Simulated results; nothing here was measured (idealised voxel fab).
Proc. module: voxel double patterning
For reference, the cross-section in this document is cut, with width 265 nm and square cells of 5 nm.
Each cross-section below is a grid of square cells, stated as bands in top-down order, with one or more rows of cells making up each band. Top, bottom (nm), then materials left to right with widths (nm); lone material tagged "edge to edge" fills the whole band edge to edge; "air" = empty space. The reference from which all heights are counted is 0, the level beneath which the as-received wafer is entirely one material; the lowest band, having no lower bound, proceeds downward and is written after the example "z 0 and below". Width spec "30->40" -> top row of cells at first value, bottom row at second value, equal per-row change in between. Where a step carries "left unchanged", the cross-section came out of it unchanged, cell for cell. Look at "Enclosed voids" for the closed voids: empty spaces with no open path to the top, sized 8 cells or up. Each is width x height at distance, distance from the left edge, all nm. Text after the settings on a step's line: the simulator's own remark on that step. If you see "overlay nm" on a step's line and that step has a mask, it's telling you how far right of where it was planned the mask ended up; a negative number means it went left instead.

List of planned process steps:
1. RECEIVE (material Si)
2. CONFORMAL_DEP (material SiO2; thk nm 10)
3. DIRECTIONAL_DEP (material W; thk nm 20)
4. DIRECTIONAL_DEP (material SiCN; thk nm 10)
5. DIRECTIONAL_DEP (material aC; thk nm 10)
6. PATTERN (tone open; mask id FIRST; material resist; width nm 15; pitch nm 50; thk nm 30; overlay nm 0)
7. DIRECTIONAL_ETCH (etch materials aC; depth nm 10)
8. STRIP (etch materials resist)
9. DIRECTIONAL_ETCH (etch materials SiCN; depth nm 10)
10. STRIP (etch materials aC)
11. MASKED_ETCH (tone open; mask id SECOND; width nm 15; etch materials SiCN; depth nm 10; overlay nm 0)
12. DIRECTIONAL_ETCH (etch materials W; depth nm 20)
13. STRIP (etch materials SiCN)

As received (post step 1): cross-section:
    z 0 and below: Si edge to edge
    Enclosed voids: none

End-of-module XS, first of two wafers, run as planned:
    z 30 to 10: 100 nm W | 15 nm air | 10 nm W | 15 nm air | 10 nm W | 15 nm air | 100 nm W
    z 10 to 0: SiO2 edge to edge
    z 0 and below: Si edge to edge
    Enclosed voids: none

Second wafer at the end: like start, like plan, one mistake:
    z 30 to 10: 125 nm air | 15 nm W | 125 nm air
    z 10 to 0: SiO2 edge to edge
    z 0 and below: Si edge to edge
    Enclosed voids: none
What was done differently from what was planned? planned and actual differ for step 11; actual: MASKED_ETCH (tone cover; mask id SECOND; width nm 15; etch materials SiCN; depth nm 10; overlay nm 0)
FYI, end of process, the second wafer has more or fewer cells of some materials than the first: W: 164 fewer
